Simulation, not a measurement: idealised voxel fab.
process module | voxel ribs on slabs
cross-section cut | 270 nm wide | cells 5 nm
A cross-section is a grid of square cells, given in bands from the top down. A band is one or more rows of cells.
Each band's line starts with the height of the band's top and of its bottom, in nm. Then come its materials from left to right, each with its width in nm. One material with "throughout" fills the band from edge to edge. "air" is empty space.
Height 0 is the level under which the wafer as received is all one material. The lowest band goes on downwards, as in "0 down".
A width such as "30 to 40" changes by the same amount from each row of cells to the next, from the band's top row to its bottom row.
"no change" after a step means that no cell of the cross-section changed.
closed voids: empty space of 8 cells or more with no open way to the top, each as width x height at its distance from the left edge, in nm
after a step's settings: what the simulator itself notes on the step
overlay nm, on a step with a mask: how far to the right of its planned place the mask lay; to the left if negative
plan
1 op RECEIVE | material Si
2 op DIRECTIONAL_DEP | material SiO2 | thk nm 25
3 op DIRECTIONAL_DEP | material SiN | thk nm 20
4 op DIRECTIONAL_DEP | material aC | thk nm 15
5 op PATTERN | tone cover | mask id RIB | material resist | width nm 15 | thk nm 35 | overlay nm 0
6 op DIRECTIONAL_ETCH | etch materials aC | depth nm 15
7 op STRIP | etch materials resist
8 op DIRECTIONAL_ETCH | etch materials SiN | depth nm 5
9 op STRIP | etch materials aC
10 op MASKED_ETCH | tone cover | mask id SLAB | width nm 55 | etch materials SiN | depth nm 15 | overlay nm 0
11 op FILL_DEP | material SiO2 | thk nm 15
12 op CMP | height nm 55
13 op DIRECTIONAL_DEP | material W | thk nm 10
14 op PATTERN | tone cover | mask id HEATER | material resist | width nm 25 | thk nm 15 | overlay nm 0
15 op DIRECTIONAL_ETCH | etch materials W | depth nm 10
16 op STRIP | etch materials resist
17 op CONFORMAL_DEP | material SiN | thk nm 5
varied across the wafers: width nm of step 5. The plan shows the first wafer's value. All wafers start alike
first wafer as received, after step 1
  0 down: Si throughout
  closed voids: none
each wafer at the end: cells of each material gained (+) or lost (-) since it was received, then its closed voids
width nm 15 | +94 SiN | +558 SiO2 | +10 W | closed voids: none
width nm 20 | +95 SiN | +557 SiO2 | +10 W | closed voids: none
width nm 25 | +96 SiN | +556 SiO2 | +10 W | closed voids: none
width nm 30 | +97 SiN | +555 SiO2 | +10 W | closed voids: none
